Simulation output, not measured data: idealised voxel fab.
Name of the process module below: voxel ribs on slabs
cross-section cut | 185 nm wide | cells 5 nm
Notation: cross-section as square-cell grid; stated in bands, top first, going down; one or more cell rows per band. Quick guide to a band line: top height, bottom height (nm) up front; then every material left to right with its width in nm. Only one material and it's marked "all across"? Then it fills the band edge to edge. And "empty" just means empty space. Beneath 0, the wafer as received is one material, and that level is where height counting begins. The lowest band goes on downward without a bottom; it is written like "z 0 and below". Top row gets the first number, bottom row gets the second, and each row in between changes by the same step: that is how a band width like "30->40" works. It should be understood that the words "nothing was modified", when stated for a given step, signify that the cross-section underwent no change in any of its cells during that step. This entry, "Enclosed void inventory", enumerates those empty regions of no fewer than 8 cells that possess no open connection to the top. Each region is reported in the form width x height at distance, the distance being taken from the left edge, with all three quantities expressed in nm. Post-settings text on a step line: simulator's own remark regarding the step. overlay nm: mask right of planned place by this much (step with mask). Neg. = left.
-- List of planned process steps
1 RECEIVE with material Si
2 DIRECTIONAL_DEP with material SiO2, thk nm 25
3 DIRECTIONAL_DEP with material polySi, thk nm 15
4 PATTERN with tone cover, mask id RIB, material resist, width nm 25, thk nm 15, overlay nm 0
5 DIRECTIONAL_ETCH with etch materials polySi, depth nm 10
6 STRIP with etch materials resist
7 MASKED_ETCH with tone cover, mask id SLAB, width nm 65, etch materials polySi, depth nm 5, overlay nm 0
8 FILL_DEP with material SiO2, thk nm 20
9 CMP with height nm 50
10 DIRECTIONAL_DEP with material TiN, thk nm 10
11 MASKED_ETCH with tone cover, mask id HEATER, width nm 35, etch materials TiN, depth nm 10, overlay nm 0
12 CONFORMAL_DEP with material SiN, thk nm 5
-- Of two wafers, the first: run according to plan
-- Here's what the wafer looked like in cross-section when it arrived - that's after step 1
> z 0 and below = Si all across
> Enclosed void inventory: none
-- Presented here is a cross-section of the wafer after step 2 has been performed
> z 25 to 0 = SiO2 all across
> Unchanged below 0.
-- Presented here is a cross-section of the wafer after step 3 has been performed
> z 40 to 25 = polySi all across
> Unchanged below 25.
-- Presented here is a cross-section of the wafer after step 4 has been performed
> z 55 to 40 = empty (80) | resist (25) | empty (80)
> Unchanged below 40.
-- Presented here is a cross-section of the wafer after step 5 has been performed
> z 55 to 40 = empty (80) | resist (25) | empty (80)
> z 40 to 30 = empty (80) | polySi (25) | empty (80)
> Unchanged below 30.
-- Presented here is a cross-section of the wafer after step 6 has been performed
> z 40 to 30 = empty (80) | polySi (25) | empty (80)
> Unchanged below 30.
-- Presented here is a cross-section of the wafer after step 7 has been performed
> z 40 to 30 = empty (80) | polySi (25) | empty (80)
> z 30 to 25 = empty (60) | polySi (65) | empty (60)
> Unchanged below 25.
-- Presented here is a cross-section of the wafer after step 8 has been performed
> z 60 to 40 = SiO2 all across
> z 40 to 30 = SiO2 (80) | polySi (25) | SiO2 (80)
> z 30 to 25 = SiO2 (60) | polySi (65) | SiO2 (60)
> Unchanged below 25.
-- Presented here is a cross-section of the wafer after step 9 has been performed
> z 50 to 40 = SiO2 all across
> Unchanged below 40.
-- Presented here is a cross-section of the wafer after step 10 has been performed
> z 60 to 50 = TiN all across
> Unchanged below 50.
-- Presented here is a cross-section of the wafer after step 11 has been performed
> z 60 to 50 = empty (75) | TiN (35) | empty (75)
> Unchanged below 50.
-- Presented here is a cross-section of the wafer after step 12 has been performed
> z 65 to 60 = empty (70) | SiN (45) | empty (70)
> z 60 to 55 = empty (70) | SiN (5) | TiN (35) | SiN (5) | empty (70)
> z 55 to 50 = SiN (75) | TiN (35) | SiN (75)
> Unchanged below 50.
-- Wafer two. Identical start, identical plan. One mistake in execution. Identical history through step 11
Planned end of step 12: second wafer, cross-section: nothing was modified
The plan and the run diverged here: yeah, step 12 of the plan got skipped, never ran
Heads up, by the end the second wafer has more or fewer cells of some materials compared to the first: -41 SiN
